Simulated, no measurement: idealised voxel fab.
process module | voxel fin reveal
cross-section cut | 230 nm wide | cells 5 nm
A cross-section is a grid of square cells, given in bands from the top down. A band is one or more rows of cells.
Each band's line starts with the height of the band's top and of its bottom, in nm. Then come its materials from left to right, each with its width in nm. One material with "throughout" fills the band from edge to edge. "air" is empty space.
Height 0 is the level under which the wafer as received is all one material. The lowest band goes on downwards, as in "0 down".
A width such as "30 to 40" changes by the same amount from each row of cells to the next, from the band's top row to its bottom row.
"no change" after a step means that no cell of the cross-section changed.
closed voids: empty space of 8 cells or more with no open way to the top, each as width x height at its distance from the left edge, in nm
after a step's settings: what the simulator itself notes on the step
overlay nm, on a step with a mask: how far to the right of its planned place the mask lay; to the left if negative
plan
1 op RECEIVE | material Si
2 op CONFORMAL_DEP | material SiN | thk nm 5
3 op MASKED_ETCH | tone cover | mask id FINS | width nm 15 | pitch nm 35 | etch materials SiN | depth nm 5 | overlay nm 0
4 op MASKED_ETCH | tone cover | mask id FINS | width nm 15 | pitch nm 35 | etch materials Si | depth nm 30 | overlay nm 0
5 op OXIDIZE | depth nm 5
6 op FILL_DEP | material SiO2 | thk nm 5
7 op CMP | height nm 5
8 op SELECTIVE_ETCH | etch materials SiO2 | depth nm 25
9 op STRIP | etch materials SiN
as received, after step 1
  0 down: Si throughout
  closed voids: none
first wafer at the end, as planned
  0 to -20: air 95 | Si 5 | air 30 | Si 5 | air 95
  -20 to -35: SiO2 95 | Si 5 | SiO2 30 | Si 5 | SiO2 95
  -35 down: Si throughout
  closed voids: none
second wafer at the end: like start, like plan, one mistake
  0 to -20: air 95 | Si 5 | air 30 | Si 5 | air 95
  -20 to -25: SiO2 95 | Si 5 | SiO2 30 | Si 5 | SiO2 95
  -25 down: Si throughout
  closed voids: none
what went wrong: step 4 ran as: op MASKED_ETCH | tone cover | mask id FINS | width nm 15 | pitch nm 35 | etch materials Si | depth nm 20 | overlay nm 0
at the end the second wafer has, in cells: 88 more of Si | 88 fewer of SiO2
